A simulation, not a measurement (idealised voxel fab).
process module | voxel capacitor over wiring
cross-section cut | 230 nm wide | cells 5 nm
A cross-section is a grid of square cells, given in bands from the top down. A band is one or more rows of cells.
Each band's line starts with the height of the band's top and of its bottom, in nm. Then come its materials from left to right, each with its width in nm. One material with "throughout" fills the band from edge to edge. "air" is empty space.
Height 0 is the level under which the wafer as received is all one material. The lowest band goes on downwards, as in "0 down".
A width such as "30 to 40" changes by the same amount from each row of cells to the next, from the band's top row to its bottom row.
"no change" after a step means that no cell of the cross-section changed.
closed voids: empty space of 8 cells or more with no open way to the top, each as width x height at its distance from the left edge, in nm
after a step's settings: what the simulator itself notes on the step
overlay nm, on a step with a mask: how far to the right of its planned place the mask lay; to the left if negative
plan
1 op RECEIVE | material Si
2 op CONFORMAL_DEP | material SiO2 | thk nm 10
3 op DIRECTIONAL_DEP | material TiN | thk nm 5
4 op DIRECTIONAL_DEP | material W | thk nm 25
5 op DIRECTIONAL_DEP | material aC | thk nm 10
6 op PATTERN | tone cover | mask id METAL_1 | material resist | width nm 30 | pitch nm 85 | thk nm 30 | overlay nm 0
7 op DIRECTIONAL_ETCH | etch materials aC | depth nm 10
8 op STRIP | etch materials resist
9 op DIRECTIONAL_ETCH | etch materials W | depth nm 25
10 op DIRECTIONAL_ETCH | etch materials TiN | depth nm 5
11 op STRIP | etch materials aC
12 op FILL_DEP | material SiO2 | thk nm 5
13 op CMP | height nm 40
14 op CONFORMAL_DEP | material SiCN | thk nm 5
15 op DIRECTIONAL_DEP | material SiO2 | thk nm 20
16 op PATTERN | tone open | mask id PLUG_1 | material resist | width nm 15 | thk nm 20 | overlay nm 0
17 op DIRECTIONAL_ETCH | etch materials SiO2 | depth nm 20
18 op DIRECTIONAL_ETCH | etch materials SiCN | depth nm 5
19 op STRIP | etch materials resist
20 op CONFORMAL_DEP | material TiN | thk nm 5
21 op FILL_DEP | material Ru | thk nm 10
22 op CMP | height nm 65
23 op DIRECTIONAL_DEP | material TiN | thk nm 10
24 op DIRECTIONAL_DEP | material SiN | thk nm 5
25 op DIRECTIONAL_DEP | material TiN | thk nm 10
26 op PATTERN | tone cover | mask id UPPER_PLATE | material resist | width nm 60 | thk nm 20 | overlay nm 0
27 op DIRECTIONAL_ETCH | etch materials TiN | depth nm 10
28 op DIRECTIONAL_ETCH | etch materials SiN | depth nm 5
29 op STRIP | etch materials resist
30 op PATTERN | tone cover | mask id LOWER_PLATE | material resist | width nm 70 | thk nm 15 | overlay nm 0
31 op DIRECTIONAL_ETCH | etch materials TiN | depth nm 10
32 op STRIP | etch materials resist
33 op FILL_DEP | material SiO2 | thk nm 15
34 op CMP | height nm 100
35 op PATTERN | tone open | mask id PLUG_2 | material resist | width nm 15 | thk nm 20 | overlay nm 0
36 op DIRECTIONAL_ETCH | etch materials SiO2 | depth nm 10
37 op STRIP | etch materials resist
38 op CONFORMAL_DEP | material TiN | thk nm 5
39 op FILL_DEP | material W | thk nm 10
40 op CMP | height nm 100
41 op CONFORMAL_DEP | material SiN | thk nm 5
as received, after step 1
  0 down: Si throughout
  closed voids: none
a wafer at the end: this start, this plan, one mistake
  115 to 110: SiN throughout
  110 to 105: W throughout
  105 to 100: TiN 85 | W 5 | TiN 140
  100 to 95: SiO2 80 | TiN 5 | W 5 | TiN 5 | SiO2 135
  95 to 90: SiO2 80 | TiN 15 | SiO2 135
  90 to 80: SiO2 70 | TiN 60 | SiO2 100
  80 to 75: SiO2 70 | SiN 60 | SiO2 100
  75 to 65: SiO2 65 | TiN 70 | SiO2 95
  65 to 45: SiO2 70 | TiN 5 | Ru 5 | TiN 5 | SiO2 145
  45 to 40: SiCN 70 | TiN 15 | SiCN 145
  40 to 15: SiO2 55 | W 30 | SiO2 55 | W 30 | SiO2 60
  15 to 10: SiO2 55 | TiN 30 | SiO2 55 | TiN 30 | SiO2 60
  10 to 0: SiO2 throughout
  0 down: Si throughout
  closed voids: none
what went wrong: step 40 ran as: op CMP | height nm 110
